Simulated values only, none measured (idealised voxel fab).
process module | voxel gate over fins
cross-section cut | 180 nm wide | cells 5 nm
A cross-section is a grid of square cells, given in bands from the top down. A band is one or more rows of cells.
Each band's line starts with the height of the band's top and of its bottom, in nm. Then come its materials from left to right, each with its width in nm. One material with "throughout" fills the band from edge to edge. "air" is empty space.
Height 0 is the level under which the wafer as received is all one material. The lowest band goes on downwards, as in "0 down".
A width such as "30 to 40" changes by the same amount from each row of cells to the next, from the band's top row to its bottom row.
"no change" after a step means that no cell of the cross-section changed.
closed voids: empty space of 8 cells or more with no open way to the top, each as width x height at its distance from the left edge, in nm
after a step's settings: what the simulator itself notes on the step
overlay nm, on a step with a mask: how far to the right of its planned place the mask lay; to the left if negative
plan
1 op RECEIVE | material Si
2 op CONFORMAL_DEP | material SiN | thk nm 5
3 op MASKED_ETCH | tone cover | mask id FINS | width nm 15 | pitch nm 55 | etch materials SiN | depth nm 5 | overlay nm 0
4 op MASKED_ETCH | tone cover | mask id FINS | width nm 15 | pitch nm 55 | etch materials Si | depth nm 35 | overlay nm 0
5 op FILL_DEP | material SiO2 | thk nm 15
6 op CMP | height nm 5
7 op MASKED_ETCH | tone open | mask id RAIL | width nm 15 | etch materials SiO2 | depth nm 35 | overlay nm 0
8 op CONFORMAL_DEP | material TiN | thk nm 5
9 op FILL_DEP | material Ru | thk nm 5
10 op CMP | height nm 5
11 op SELECTIVE_ETCH | etch materials W Ru TiN | depth nm 20
12 op FILL_DEP | material SiO2 | thk nm 5
13 op CMP | height nm 5
14 op SELECTIVE_ETCH | etch materials SiO2 | depth nm 15
15 op STRIP | etch materials SiN
16 op CONFORMAL_DEP | material HfO2 | thk nm 5
17 op CONFORMAL_DEP | material TiN | thk nm 5
18 op FILL_DEP | material W | thk nm 10
19 op CMP | height nm 15
20 op CONFORMAL_DEP | material SiCN | thk nm 10
first wafer, as planned
as received, after step 1
  0 down: Si throughout
  closed voids: none
after step 2
  5 to 0: SiN throughout
  below 0: unchanged
after step 3
  5 to 0: air 25 | SiN 15 | air 40 | SiN 15 | air 40 | SiN 15 | air 30
  below 0: unchanged
after step 4
  5 to 0: air 25 | SiN 15 | air 40 | SiN 15 | air 40 | SiN 15 | air 30
  0 to -35: air 25 | Si 15 | air 40 | Si 15 | air 40 | Si 15 | air 30
  below -35: unchanged
after step 5
  20 to 5: SiO2 throughout
  5 to 0: SiO2 25 | SiN 15 | SiO2 40 | SiN 15 | SiO2 40 | SiN 15 | SiO2 30
  0 to -35: SiO2 25 | Si 15 | SiO2 40 | Si 15 | SiO2 40 | Si 15 | SiO2 30
  below -35: unchanged
after step 6
  5 to 0: SiO2 25 | SiN 15 | SiO2 40 | SiN 15 | SiO2 40 | SiN 15 | SiO2 30
  below 0: unchanged
after step 7
  5 to 0: SiO2 25 | SiN 15 | SiO2 10 | air 15 | SiO2 15 | SiN 15 | SiO2 40 | SiN 15 | SiO2 30
  0 to -30: SiO2 25 | Si 15 | SiO2 10 | air 15 | SiO2 15 | Si 15 | SiO2 40 | Si 15 | SiO2 30
  below -30: unchanged
after step 8
  10 to 5: TiN 55 | air 5 | TiN 120
  5 to 0: SiO2 25 | SiN 15 | SiO2 10 | TiN 5 | air 5 | TiN 5 | SiO2 15 | SiN 15 | SiO2 40 | SiN 15 | SiO2 30
  0 to -25: SiO2 25 | Si 15 | SiO2 10 | TiN 5 | air 5 | TiN 5 | SiO2 15 | Si 15 | SiO2 40 | Si 15 | SiO2 30
  -25 to -30: SiO2 25 | Si 15 | SiO2 10 | TiN 15 | SiO2 15 | Si 15 | SiO2 40 | Si 15 | SiO2 30
  below -30: unchanged
after step 9
  15 to 10: Ru throughout
  10 to 5: TiN 55 | Ru 5 | TiN 120
  5 to 0: SiO2 25 | SiN 15 | SiO2 10 | TiN 5 | Ru 5 | TiN 5 | SiO2 15 | SiN 15 | SiO2 40 | SiN 15 | SiO2 30
  0 to -25: SiO2 25 | Si 15 | SiO2 10 | TiN 5 | Ru 5 | TiN 5 | SiO2 15 | Si 15 | SiO2 40 | Si 15 | SiO2 30
  below -25: unchanged
after step 10
  5 to 0: SiO2 25 | SiN 15 | SiO2 10 | TiN 5 | Ru 5 | TiN 5 | SiO2 15 | SiN 15 | SiO2 40 | SiN 15 | SiO2 30
  below 0: unchanged
after step 11
  5 to 0: SiO2 25 | SiN 15 | SiO2 10 | air 15 | SiO2 15 | SiN 15 | SiO2 40 | SiN 15 | SiO2 30
  0 to -15: SiO2 25 | Si 15 | SiO2 10 | air 15 | SiO2 15 | Si 15 | SiO2 40 | Si 15 | SiO2 30
  below -15: unchanged
after step 12
  10 to 5: SiO2 throughout
  5 to 0: SiO2 25 | SiN 15 | SiO2 40 | SiN 15 | SiO2 40 | SiN 15 | SiO2 30
  0 to -15: SiO2 25 | Si 15 | SiO2 40 | Si 15 | SiO2 40 | Si 15 | SiO2 30
  below -15: unchanged
after step 13
  5 to 0: SiO2 25 | SiN 15 | SiO2 40 | SiN 15 | SiO2 40 | SiN 15 | SiO2 30
  below 0: unchanged
after step 14
  5 to 0: air 25 | SiN 15 | air 40 | SiN 15 | air 40 | SiN 15 | air 30
  0 to -10: air 25 | Si 15 | air 40 | Si 15 | air 40 | Si 15 | air 30
  below -10: unchanged
after step 15
  0 to -10: air 25 | Si 15 | air 40 | Si 15 | air 40 | Si 15 | air 30
  below -10: unchanged
after step 16
  5 to 0: air 20 | HfO2 25 | air 30 | HfO2 25 | air 30 | HfO2 25 | air 25
  0 to -5: air 20 | HfO2 5 | Si 15 | HfO2 5 | air 30 | HfO2 5 | Si 15 | HfO2 5 | air 30 | HfO2 5 | Si 15 | HfO2 5 | air 25
  -5 to -10: HfO2 25 | Si 15 | HfO2 40 | Si 15 | HfO2 40 | Si 15 | HfO2 30
  below -10: unchanged
after step 17
  10 to 5: air 15 | TiN 35 | air 20 | TiN 35 | air 20 | TiN 35 | air 20
  5 to 0: air 15 | TiN 5 | HfO2 25 | TiN 5 | air 20 | TiN 5 | HfO2 25 | TiN 5 | air 20 | TiN 5 | HfO2 25 | TiN 5 | air 20
  0 to -5: TiN 20 | HfO2 5 | Si 15 | HfO2 5 | TiN 30 | HfO2 5 | Si 15 | HfO2 5 | TiN 30 | HfO2 5 | Si 15 | HfO2 5 | TiN 25
  below -5: unchanged
after step 18
  20 to 10: W throughout
  10 to 5: W 15 | TiN 35 | W 20 | TiN 35 | W 20 | TiN 35 | W 20
  5 to 0: W 15 | TiN 5 | HfO2 25 | TiN 5 | W 20 | TiN 5 | HfO2 25 | TiN 5 | W 20 | TiN 5 | HfO2 25 | TiN 5 | W 20
  below 0: unchanged
after step 19
  15 to 10: W throughout
  below 10: unchanged
after step 20
  25 to 15: SiCN throughout
  below 15: unchanged
second wafer: like start, like plan, one mistake. Through step 6 it matches the first wafer
when step 7 should have ended
  5 to 0: SiO2 25 | SiN 15 | SiO2 5 | air 15 | SiO2 20 | SiN 15 | SiO2 40 | SiN 15 | SiO2 30
  0 to -30: SiO2 25 | Si 15 | SiO2 5 | air 15 | SiO2 20 | Si 15 | SiO2 40 | Si 15 | SiO2 30
  below -30: unchanged
when step 8 should have ended
  10 to 5: TiN 50 | air 5 | TiN 125
  5 to 0: SiO2 25 | SiN 15 | SiO2 5 | TiN 5 | air 5 | TiN 5 | SiO2 20 | SiN 15 | SiO2 40 | SiN 15 | SiO2 30
  0 to -25: SiO2 25 | Si 15 | SiO2 5 | TiN 5 | air 5 | TiN 5 | SiO2 20 | Si 15 | SiO2 40 | Si 15 | SiO2 30
  -25 to -30: SiO2 25 | Si 15 | SiO2 5 | TiN 15 | SiO2 20 | Si 15 | SiO2 40 | Si 15 | SiO2 30
  below -30: unchanged
when step 9 should have ended
  15 to 10: Ru throughout
  10 to 5: TiN 50 | Ru 5 | TiN 125
  5 to 0: SiO2 25 | SiN 15 | SiO2 5 | TiN 5 | Ru 5 | TiN 5 | SiO2 20 | SiN 15 | SiO2 40 | SiN 15 | SiO2 30
  0 to -25: SiO2 25 | Si 15 | SiO2 5 | TiN 5 | Ru 5 | TiN 5 | SiO2 20 | Si 15 | SiO2 40 | Si 15 | SiO2 30
  below -25: unchanged
when step 10 should have ended
  5 to 0: SiO2 25 | SiN 15 | SiO2 5 | TiN 5 | Ru 5 | TiN 5 | SiO2 20 | SiN 15 | SiO2 40 | SiN 15 | SiO2 30
  below 0: unchanged
when step 11 should have ended
  5 to 0: SiO2 25 | SiN 15 | SiO2 5 | air 15 | SiO2 20 | SiN 15 | SiO2 40 | SiN 15 | SiO2 30
  0 to -15: SiO2 25 | Si 15 | SiO2 5 | air 15 | SiO2 20 | Si 15 | SiO2 40 | Si 15 | SiO2 30
  below -15: unchanged
when step 12 should have ended
  10 to 5: SiO2 throughout
  5 to 0: SiO2 25 | SiN 15 | SiO2 40 | SiN 15 | SiO2 40 | SiN 15 | SiO2 30
  0 to -15: SiO2 25 | Si 15 | SiO2 40 | Si 15 | SiO2 40 | Si 15 | SiO2 30
  below -15: unchanged
when step 13 should have ended
  5 to 0: SiO2 25 | SiN 15 | SiO2 40 | SiN 15 | SiO2 40 | SiN 15 | SiO2 30
  below 0: unchanged
when step 14 should have ended
  5 to 0: air 25 | SiN 15 | air 40 | SiN 15 | air 40 | SiN 15 | air 30
  0 to -10: air 25 | Si 15 | air 40 | Si 15 | air 40 | Si 15 | air 30
  below -10: unchanged
when step 15 should have ended
  0 to -10: air 25 | Si 15 | air 40 | Si 15 | air 40 | Si 15 | air 30
  below -10: unchanged
when step 16 should have ended
  5 to 0: air 20 | HfO2 25 | air 30 | HfO2 25 | air 30 | HfO2 25 | air 25
  0 to -5: air 20 | HfO2 5 | Si 15 | HfO2 5 | air 30 | HfO2 5 | Si 15 | HfO2 5 | air 30 | HfO2 5 | Si 15 | HfO2 5 | air 25
  -5 to -10: HfO2 25 | Si 15 | HfO2 40 | Si 15 | HfO2 40 | Si 15 | HfO2 30
  below -10: unchanged
when step 17 should have ended
  10 to 5: air 15 | TiN 35 | air 20 | TiN 35 | air 20 | TiN 35 | air 20
  5 to 0: air 15 | TiN 5 | HfO2 25 | TiN 5 | air 20 | TiN 5 | HfO2 25 | TiN 5 | air 20 | TiN 5 | HfO2 25 | TiN 5 | air 20
  0 to -5: TiN 20 | HfO2 5 | Si 15 | HfO2 5 | TiN 30 | HfO2 5 | Si 15 | HfO2 5 | TiN 30 | HfO2 5 | Si 15 | HfO2 5 | TiN 25
  below -5: unchanged
when step 18 should have ended
  20 to 10: W throughout
  10 to 5: W 15 | TiN 35 | W 20 | TiN 35 | W 20 | TiN 35 | W 20
  5 to 0: W 15 | TiN 5 | HfO2 25 | TiN 5 | W 20 | TiN 5 | HfO2 25 | TiN 5 | W 20 | TiN 5 | HfO2 25 | TiN 5 | W 20
  below 0: unchanged
when step 19 should have ended
  15 to 10: W throughout
  below 10: unchanged
when step 20 should have ended
  25 to 15: SiCN throughout
  below 15: unchanged
what went wrong: step 7 ran as: op MASKED_ETCH | tone open | mask id RAIL | width nm 15 | etch materials SiO2 | depth nm 35 | overlay nm -5
at the end the second wafer has, in cells: as many of each material as the first, in other places
